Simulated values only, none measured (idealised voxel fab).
process module | voxel fin reveal
cross-section cut | 250 nm wide | cells 5 nm
A cross-section is a grid of square cells, given in bands from the top down. A band is one or more rows of cells.
Each band's line starts with the height of the band's top and of its bottom, in nm. Then come its materials from left to right, each with its width in nm. One material with "throughout" fills the band from edge to edge. "air" is empty space.
Height 0 is the level under which the wafer as received is all one material. The lowest band goes on downwards, as in "0 down".
A width such as "30 to 40" changes by the same amount from each row of cells to the next, from the band's top row to its bottom row.
"no change" after a step means that no cell of the cross-section changed.
closed voids: empty space of 8 cells or more with no open way to the top, each as width x height at its distance from the left edge, in nm
after a step's settings: what the simulator itself notes on the step
overlay nm, on a step with a mask: how far to the right of its planned place the mask lay; to the left if negative
plan
1 op RECEIVE | material Si
2 op CONFORMAL_DEP | material SiN | thk nm 5
3 op DIRECTIONAL_DEP | material aC | thk nm 15
4 op PATTERN | tone cover | mask id FINS | material resist | width nm 15 | pitch nm 35 | thk nm 35 | overlay nm -15
5 op DIRECTIONAL_ETCH | etch materials aC | depth nm 15
6 op STRIP | etch materials resist
7 op DIRECTIONAL_ETCH | etch materials SiN | depth nm 5
8 op DIRECTIONAL_ETCH | etch materials Si | depth nm 30
9 op STRIP | etch materials aC
10 op FILL_DEP | material SiO2 | thk nm 5
11 op CMP | height nm 5
12 op SELECTIVE_ETCH | etch materials SiO2 | depth nm 25
13 op STRIP | etch materials SiN
14 op CONFORMAL_DEP | material HfO2 | thk nm 5
varied across the wafers: overlay nm of step 4. The plan shows the first wafer's value. All wafers start alike
first wafer as received, after step 1
  0 down: Si throughout
  closed voids: none
first wafer at the end, after step 14
  5 to 0: air 45 | HfO2 25 | air 10 | HfO2 25 | air 10 | HfO2 25 | air 10 | HfO2 25 | air 75
  0 to -15: air 45 | HfO2 5 | Si 15 | HfO2 5 | air 10 | HfO2 5 | Si 15 | HfO2 5 | air 10 | HfO2 5 | Si 15 | HfO2 5 | air 10 | HfO2 5 | Si 15 | HfO2 5 | air 75
  -15 to -20: HfO2 50 | Si 15 | HfO2 20 | Si 15 | HfO2 20 | Si 15 | HfO2 20 | Si 15 | HfO2 80
  -20 to -30: SiO2 50 | Si 15 | SiO2 20 | Si 15 | SiO2 20 | Si 15 | SiO2 20 | Si 15 | SiO2 80
  -30 down: Si throughout
  closed voids: none
last wafer at the end
  5 to 0: air 75 | HfO2 25 | air 10 | HfO2 25 | air 10 | HfO2 25 | air 10 | HfO2 25 | air 45
  0 to -15: air 75 | HfO2 5 | Si 15 | HfO2 5 | air 10 | HfO2 5 | Si 15 | HfO2 5 | air 10 | HfO2 5 | Si 15 | HfO2 5 | air 10 | HfO2 5 | Si 15 | HfO2 5 | air 45
  -15 to -20: HfO2 80 | Si 15 | HfO2 20 | Si 15 | HfO2 20 | Si 15 | HfO2 20 | Si 15 | HfO2 50
  -20 to -30: SiO2 80 | Si 15 | SiO2 20 | Si 15 | SiO2 20 | Si 15 | SiO2 20 | Si 15 | SiO2 50
  -30 down: Si throughout
  closed voids: none
each wafer at the end: cells of each material gained (+) or lost (-) since it was received, then its closed voids
overlay nm -15 | +82 HfO2 | -228 Si | +76 SiO2 | closed voids: none
overlay nm -10 | +82 HfO2 | -228 Si | +76 SiO2 | closed voids: none
overlay nm -5 | +82 HfO2 | -228 Si | +76 SiO2 | closed voids: none
overlay nm 0 | +82 HfO2 | -228 Si | +76 SiO2 | closed voids: none
overlay nm 5 | +82 HfO2 | -228 Si | +76 SiO2 | closed voids: none
overlay nm 10 | +82 HfO2 | -228 Si | +76 SiO2 | closed voids: none
overlay nm 15 | +82 HfO2 | -228 Si | +76 SiO2 | closed voids: none
